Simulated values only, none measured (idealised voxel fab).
Name of the process module below: voxel ribs on slabs
This is section cut - it's 215 nm across, gridded in 5 nm square cells.
The cross-sections in this document take the form of a grid made of square cells. They are written out as bands, in order from top to bottom. Each band consists of one or more rows of cells. In this notation a band is specified by the heights of its top and bottom, in that order and in nm, after which its materials appear from left to right, each paired with its width in nm. The word "all across" attached to a single material means that material fills the band from edge to edge; the word "empty" stands for empty space. A quick word on heights: they are counted from 0, and under that level the wafer as it came to us is one material throughout. The lowest band is different from the rest in having no bottom; it simply continues downward, written as in "0 -> down". A two-number width, for instance "30..40", indicates that the width is equal to the first number in the top row of the band and to the second number in the bottom row, and that it changes by a constant amount per row of cells. The cross-section has no changed cell in any step marked "nothing was modified". Enclosed voids (no open way to top), threshold 8 cells or more, entry "Sealed void listing", notation width x height at distance, distance from left edge, nm. Text after the settings on a step's line: the simulator's own remark on that step. The line of a step may include "overlay nm". On a step with a mask, this value is how far to the right of its planned place the mask lay. A negative value means the mask lay to the left.
### Here's what the planned process steps look like
1: RECEIVE (material Si)
2: DIRECTIONAL_DEP (material SiO2; thk nm 30)
3: DIRECTIONAL_DEP (material polySi; thk nm 15)
4: PATTERN (tone cover; mask id RIB; material resist; width nm 20; thk nm 15; overlay nm 0)
5: DIRECTIONAL_ETCH (etch materials polySi; depth nm 10)
6: STRIP (etch materials resist)
7: DIRECTIONAL_DEP (material aC; thk nm 10)
8: PATTERN (tone cover; mask id SLAB; material resist; width nm 70; thk nm 30; overlay nm 0)
9: DIRECTIONAL_ETCH (etch materials aC; depth nm 10)
10: STRIP (etch materials resist)
11: DIRECTIONAL_ETCH (etch materials polySi; depth nm 5)
12: STRIP (etch materials aC)
13: FILL_DEP (material SiO2; thk nm 20)
14: CMP (height nm 55)
15: DIRECTIONAL_DEP (material TiN; thk nm 5)
16: DIRECTIONAL_DEP (material aC; thk nm 10)
17: PATTERN (tone cover; mask id HEATER; material resist; width nm 30; thk nm 30; overlay nm 0)
18: DIRECTIONAL_ETCH (etch materials aC; depth nm 10)
19: STRIP (etch materials resist)
20: DIRECTIONAL_ETCH (etch materials TiN; depth nm 5)
21: STRIP (etch materials aC)
22: CONFORMAL_DEP (material SiO2; thk nm 5)
### Delivered wafer in cross-section: state after step 1
	0 -> down = Si all across
	Sealed void listing: none
### The first of the two wafers as seen in cross-section once the module was finished; processing followed the plan
	65 -> 60 = 85 nm empty; 40 nm SiO2; 90 nm empty
	60 -> 55 = 90 nm SiO2; 30 nm TiN; 95 nm SiO2
	55 -> 45 = SiO2 all across
	45 -> 35 = 95 nm SiO2; 20 nm polySi; 100 nm SiO2
	35 -> 30 = 70 nm SiO2; 70 nm polySi; 75 nm SiO2
	30 -> 0 = SiO2 all across
	0 -> down = Si all across
	Sealed void listing: none
### Module end: cross-section of wafer two of two. Same start and process plan as the first wafer. One mistake during execution
	65 -> 60 = 85 nm empty; 40 nm SiO2; 90 nm empty
	60 -> 55 = 90 nm SiO2; 30 nm TiN; 95 nm SiO2
	55 -> 45 = SiO2 all across
	45 -> 35 = 95 nm SiO2; 20 nm polySi; 100 nm SiO2
	35 -> 30 = 80 nm SiO2; 70 nm polySi; 65 nm SiO2
	30 -> 0 = SiO2 all across
	0 -> down = Si all across
	Sealed void listing: none
Error vs. plan: step 8 off recipe, ran as PATTERN (tone cover; mask id SLAB; material resist; width nm 70; thk nm 30; overlay nm 10)
Matching per-material cell counts, mismatched positions: that is how the second wafer compares with the first at the end.
